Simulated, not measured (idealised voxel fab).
Proc. module: voxel gate over fins
Shown is cross-section cut, with a width of 235 nm and square cells of size 5 nm.
This document writes a cross-section as a grid whose cells are square, and gives it as bands, listed from the top down; one or more rows of cells form a band. Basically the band line says how high the top is and how high the bottom is, in nm, and then what's in it from left to right, every material with its width in nm. Empty space shows up as "blank", and if a single material carries "throughout" it runs the full band edge to edge. Zero point of the height axis is 0; under it, received wafer = one material. Lowest band: continues down indefinitely, "0 and below". When a width is written as two numbers, as in "30..40", the first number is the width in the top row of cells of the band and the second is the width in its bottom row, and the width changes by the same amount from each row to the next. Given "no alterations made" for a step, no cell of the cross-section differs between before and after that step. Entry "Sealed internal cavities". Content: empty spaces with no open connection to the top, size 8 cells or greater. Each: width x height at distance. Distance: from left edge. Unit: nm. What comes after the settings on a step's line is commentary from the simulator itself on that step. Steps that use a mask can have "overlay nm" on their line. It says how far the mask sat to the right of where it was meant to be. Negative means to the left.
[Process steps (planned)]
1) op RECEIVE | material Si
2) op CONFORMAL_DEP | material SiN | thk nm 10
3) op DIRECTIONAL_DEP | material aC | thk nm 15
4) op PATTERN | tone cover | mask id FINS | material resist | width nm 15 | pitch nm 40 | thk nm 35 | overlay nm 0
5) op DIRECTIONAL_ETCH | etch materials aC | depth nm 15
6) op STRIP | etch materials resist
7) op DIRECTIONAL_ETCH | etch materials SiN | depth nm 10
8) op DIRECTIONAL_ETCH | etch materials Si | depth nm 40
9) op STRIP | etch materials aC
10) op FILL_DEP | material SiO2 | thk nm 5
11) op CMP | height nm 10
12) op SELECTIVE_ETCH | etch materials SiO2 | depth nm 25
13) op STRIP | etch materials SiN
14) op CONFORMAL_DEP | material HfO2 | thk nm 5
15) op CONFORMAL_DEP | material TiN | thk nm 5
16) op CONFORMAL_DEP | material TiAl | thk nm 5
17) op CONFORMAL_DEP | material TiN | thk nm 5
18) op FILL_DEP | material W | thk nm 10
19) op CMP | height nm 25
20) op CONFORMAL_DEP | material SiN | thk nm 10
[The first of the two wafers, which ran as planned]
[Delivered wafer in cross-section: state after step 1]
* 0 and below: Si throughout
* Sealed internal cavities: none
[So this is the wafer cross-section right after step 2]
* 10 down to 0: SiN throughout
* Everything below 0 is unchanged.
[So this is the wafer cross-section right after step 3]
* 25 down to 10: aC throughout
* Everything below 10 is unchanged.
[So this is the wafer cross-section right after step 4]
* 60 down to 25: blank 90 nm / resist 15 nm / blank 25 nm / resist 15 nm / blank 90 nm
* Everything below 25 is unchanged.
[So this is the wafer cross-section right after step 5]
* 45 down to 25: blank 90 nm / resist 15 nm / blank 25 nm / resist 15 nm / blank 90 nm
* 25 down to 10: blank 90 nm / aC 15 nm / blank 25 nm / aC 15 nm / blank 90 nm
* Everything below 10 is unchanged.
[So this is the wafer cross-section right after step 6]
* 25 down to 10: blank 90 nm / aC 15 nm / blank 25 nm / aC 15 nm / blank 90 nm
* Everything below 10 is unchanged.
[So this is the wafer cross-section right after step 7]
* 25 down to 10: blank 90 nm / aC 15 nm / blank 25 nm / aC 15 nm / blank 90 nm
* 10 down to 0: blank 90 nm / SiN 15 nm / blank 25 nm / SiN 15 nm / blank 90 nm
* Everything below 0 is unchanged.
[So this is the wafer cross-section right after step 8]
* 25 down to 10: blank 90 nm / aC 15 nm / blank 25 nm / aC 15 nm / blank 90 nm
* 10 down to 0: blank 90 nm / SiN 15 nm / blank 25 nm / SiN 15 nm / blank 90 nm
* 0 down to -40: blank 90 nm / Si 15 nm / blank 25 nm / Si 15 nm / blank 90 nm
* Everything below -40 is unchanged.
[So this is the wafer cross-section right after step 9]
* 10 down to 0: blank 90 nm / SiN 15 nm / blank 25 nm / SiN 15 nm / blank 90 nm
* Everything below 0 is unchanged.
[So this is the wafer cross-section right after step 10]
* 15 down to 10: SiO2 throughout
* 10 down to 0: SiO2 90 nm / SiN 15 nm / SiO2 25 nm / SiN 15 nm / SiO2 90 nm
* 0 down to -40: SiO2 90 nm / Si 15 nm / SiO2 25 nm / Si 15 nm / SiO2 90 nm
* Everything below -40 is unchanged.
[So this is the wafer cross-section right after step 11]
* 10 down to 0: SiO2 90 nm / SiN 15 nm / SiO2 25 nm / SiN 15 nm / SiO2 90 nm
* Everything below 0 is unchanged.
[So this is the wafer cross-section right after step 12]
* 10 down to 0: blank 90 nm / SiN 15 nm / blank 25 nm / SiN 15 nm / blank 90 nm
* 0 down to -15: blank 90 nm / Si 15 nm / blank 25 nm / Si 15 nm / blank 90 nm
* Everything below -15 is unchanged.
[So this is the wafer cross-section right after step 13]
* 0 down to -15: blank 90 nm / Si 15 nm / blank 25 nm / Si 15 nm / blank 90 nm
* Everything below -15 is unchanged.
[So this is the wafer cross-section right after step 14]
* 5 down to 0: blank 85 nm / HfO2 25 nm / blank 15 nm / HfO2 25 nm / blank 85 nm
* 0 down to -10: blank 85 nm / HfO2 5 nm / Si 15 nm / HfO2 5 nm / blank 15 nm / HfO2 5 nm / Si 15 nm / HfO2 5 nm / blank 85 nm
* -10 down to -15: HfO2 90 nm / Si 15 nm / HfO2 25 nm / Si 15 nm / HfO2 90 nm
* Everything below -15 is unchanged.
[So this is the wafer cross-section right after step 15]
* 10 down to 5: blank 80 nm / TiN 35 nm / blank 5 nm / TiN 35 nm / blank 80 nm
* 5 down to 0: blank 80 nm / TiN 5 nm / HfO2 25 nm / TiN 5 nm / blank 5 nm / TiN 5 nm / HfO2 25 nm / TiN 5 nm / blank 80 nm
* 0 down to -5: blank 80 nm / TiN 5 nm / HfO2 5 nm / Si 15 nm / HfO2 5 nm / TiN 5 nm / blank 5 nm / TiN 5 nm / HfO2 5 nm / Si 15 nm / HfO2 5 nm / TiN 5 nm / blank 80 nm
* -5 down to -10: TiN 85 nm / HfO2 5 nm / Si 15 nm / HfO2 5 nm / TiN 15 nm / HfO2 5 nm / Si 15 nm / HfO2 5 nm / TiN 85 nm
* Everything below -10 is unchanged.
[So this is the wafer cross-section right after step 16]
* 15 down to 10: blank 75 nm / TiAl 85 nm / blank 75 nm
* 10 down to 5: blank 75 nm / TiAl 5 nm / TiN 35 nm / TiAl 5 nm / TiN 35 nm / TiAl 5 nm / blank 75 nm
* 5 down to 0: blank 75 nm / TiAl 5 nm / TiN 5 nm / HfO2 25 nm / TiN 5 nm / TiAl 5 nm / TiN 5 nm / HfO2 25 nm / TiN 5 nm / TiAl 5 nm / blank 75 nm
* 0 down to -5: TiAl 80 nm / TiN 5 nm / HfO2 5 nm / Si 15 nm / HfO2 5 nm / TiN 5 nm / TiAl 5 nm / TiN 5 nm / HfO2 5 nm / Si 15 nm / HfO2 5 nm / TiN 5 nm / TiAl 80 nm
* Everything below -5 is unchanged.
[So this is the wafer cross-section right after step 17]
* 20 down to 15: blank 70 nm / TiN 95 nm / blank 70 nm
* 15 down to 10: blank 70 nm / TiN 5 nm / TiAl 85 nm / TiN 5 nm / blank 70 nm
* 10 down to 5: blank 70 nm / TiN 5 nm / TiAl 5 nm / TiN 35 nm / TiAl 5 nm / TiN 35 nm / TiAl 5 nm / TiN 5 nm / blank 70 nm
* 5 down to 0: TiN 75 nm / TiAl 5 nm / TiN 5 nm / HfO2 25 nm / TiN 5 nm / TiAl 5 nm / TiN 5 nm / HfO2 25 nm / TiN 5 nm / TiAl 5 nm / TiN 75 nm
* Everything below 0 is unchanged.
[So this is the wafer cross-section right after step 18]
* 30 down to 20: W throughout
* 20 down to 15: W 70 nm / TiN 95 nm / W 70 nm
* 15 down to 10: W 70 nm / TiN 5 nm / TiAl 85 nm / TiN 5 nm / W 70 nm
* 10 down to 5: W 70 nm / TiN 5 nm / TiAl 5 nm / TiN 35 nm / TiAl 5 nm / TiN 35 nm / TiAl 5 nm / TiN 5 nm / W 70 nm
* Everything below 5 is unchanged.
[So this is the wafer cross-section right after step 19]
* 25 down to 20: W throughout
* Everything below 20 is unchanged.
[So this is the wafer cross-section right after step 20]
* 35 down to 25: SiN throughout
* Everything below 25 is unchanged.
[Wafer two. Same start, same plan, one slip in execution. Same as wafer one through step 5, inclusive]
[Second wafer shown in cross-section at the time step 6 was slated to end]
* 25 down to 10: blank 90 nm / aC 15 nm / blank 25 nm / aC 15 nm / blank 90 nm
* Everything below 10 is unchanged.
[Second wafer shown in cross-section at the time step 7 was slated to end]
* 25 down to 10: blank 90 nm / aC 15 nm / blank 25 nm / aC 15 nm / blank 90 nm
* 10 down to 0: blank 90 nm / SiN 15 nm / blank 25 nm / SiN 15 nm / blank 90 nm
* Everything below 0 is unchanged.
[Second wafer shown in cross-section at the time step 8 was slated to end]
* 25 down to 10: blank 90 nm / aC 15 nm / blank 25 nm / aC 15 nm / blank 90 nm
* 10 down to 0: blank 90 nm / SiN 15 nm / blank 25 nm / SiN 15 nm / blank 90 nm
* 0 down to -40: blank 90 nm / Si 15 nm / blank 25 nm / Si 15 nm / blank 90 nm
* Everything below -40 is unchanged.
[Second wafer shown in cross-section at the time step 9 was slated to end]
* 10 down to 0: blank 90 nm / SiN 15 nm / blank 25 nm / SiN 15 nm / blank 90 nm
* Everything below 0 is unchanged.
[Second wafer shown in cross-section at the time step 10 was slated to end]
* 15 down to 10: SiO2 throughout
* 10 down to 0: SiO2 90 nm / SiN 15 nm / SiO2 25 nm / SiN 15 nm / SiO2 90 nm
* 0 down to -40: SiO2 90 nm / Si 15 nm / SiO2 25 nm / Si 15 nm / SiO2 90 nm
* Everything below -40 is unchanged.
[Second wafer shown in cross-section at the time step 11 was slated to end]
* 10 down to 0: SiO2 90 nm / SiN 15 nm / SiO2 25 nm / SiN 15 nm / SiO2 90 nm
* Everything below 0 is unchanged.
[Second wafer shown in cross-section at the time step 12 was slated to end]
* 10 down to 0: blank 90 nm / SiN 15 nm / blank 25 nm / SiN 15 nm / blank 90 nm
* 0 down to -15: blank 90 nm / Si 15 nm / blank 25 nm / Si 15 nm / blank 90 nm
* Everything below -15 is unchanged.
[Second wafer shown in cross-section at the time step 13 was slated to end]
* 0 down to -15: blank 90 nm / Si 15 nm / blank 25 nm / Si 15 nm / blank 90 nm
* Everything below -15 is unchanged.
[Second wafer shown in cross-section at the time step 14 was slated to end]
* 5 down to 0: blank 85 nm / HfO2 25 nm / blank 15 nm / HfO2 25 nm / blank 85 nm
* 0 down to -10: blank 85 nm / HfO2 5 nm / Si 15 nm / HfO2 5 nm / blank 15 nm / HfO2 5 nm / Si 15 nm / HfO2 5 nm / blank 85 nm
* -10 down to -15: HfO2 90 nm / Si 15 nm / HfO2 25 nm / Si 15 nm / HfO2 90 nm
* Everything below -15 is unchanged.
[Second wafer shown in cross-section at the time step 15 was slated to end]
* 10 down to 5: blank 80 nm / TiN 35 nm / blank 5 nm / TiN 35 nm / blank 80 nm
* 5 down to 0: blank 80 nm / TiN 5 nm / HfO2 25 nm / TiN 5 nm / blank 5 nm / TiN 5 nm / HfO2 25 nm / TiN 5 nm / blank 80 nm
* 0 down to -5: blank 80 nm / TiN 5 nm / HfO2 5 nm / Si 15 nm / HfO2 5 nm / TiN 5 nm / blank 5 nm / TiN 5 nm / HfO2 5 nm / Si 15 nm / HfO2 5 nm / TiN 5 nm / blank 80 nm
* -5 down to -10: TiN 85 nm / HfO2 5 nm / Si 15 nm / HfO2 5 nm / TiN 15 nm / HfO2 5 nm / Si 15 nm / HfO2 5 nm / TiN 85 nm
* Everything below -10 is unchanged.
[Second wafer shown in cross-section at the time step 16 was slated to end]
* 15 down to 10: blank 75 nm / TiAl 85 nm / blank 75 nm
* 10 down to 5: blank 75 nm / TiAl 5 nm / TiN 35 nm / TiAl 5 nm / TiN 35 nm / TiAl 5 nm / blank 75 nm
* 5 down to 0: blank 75 nm / TiAl 5 nm / TiN 5 nm / HfO2 25 nm / TiN 5 nm / TiAl 5 nm / TiN 5 nm / HfO2 25 nm / TiN 5 nm / TiAl 5 nm / blank 75 nm
* 0 down to -5: TiAl 80 nm / TiN 5 nm / HfO2 5 nm / Si 15 nm / HfO2 5 nm / TiN 5 nm / TiAl 5 nm / TiN 5 nm / HfO2 5 nm / Si 15 nm / HfO2 5 nm / TiN 5 nm / TiAl 80 nm
* Everything below -5 is unchanged.
[Second wafer shown in cross-section at the time step 17 was slated to end]
* 20 down to 15: blank 70 nm / TiN 95 nm / blank 70 nm
* 15 down to 10: blank 70 nm / TiN 5 nm / TiAl 85 nm / TiN 5 nm / blank 70 nm
* 10 down to 5: blank 70 nm / TiN 5 nm / TiAl 5 nm / TiN 35 nm / TiAl 5 nm / TiN 35 nm / TiAl 5 nm / TiN 5 nm / blank 70 nm
* 5 down to 0: TiN 75 nm / TiAl 5 nm / TiN 5 nm / HfO2 25 nm / TiN 5 nm / TiAl 5 nm / TiN 5 nm / HfO2 25 nm / TiN 5 nm / TiAl 5 nm / TiN 75 nm
* Everything below 0 is unchanged.
[Second wafer shown in cross-section at the time step 18 was slated to end]
* 30 down to 20: W throughout
* 20 down to 15: W 70 nm / TiN 95 nm / W 70 nm
* 15 down to 10: W 70 nm / TiN 5 nm / TiAl 85 nm / TiN 5 nm / W 70 nm
* 10 down to 5: W 70 nm / TiN 5 nm / TiAl 5 nm / TiN 35 nm / TiAl 5 nm / TiN 35 nm / TiAl 5 nm / TiN 5 nm / W 70 nm
* Everything below 5 is unchanged.
[Second wafer shown in cross-section at the time step 19 was slated to end]
* 25 down to 20: W throughout
* Everything below 20 is unchanged.
[Second wafer shown in cross-section at the time step 20 was slated to end]
* 35 down to 25: SiN throughout
* Everything below 25 is unchanged.
What went wrong in running the wafer? yeah, plan step 6 got run twice
Same final cross-section on the two wafers, so the model's numbers don't move because of the mistake.
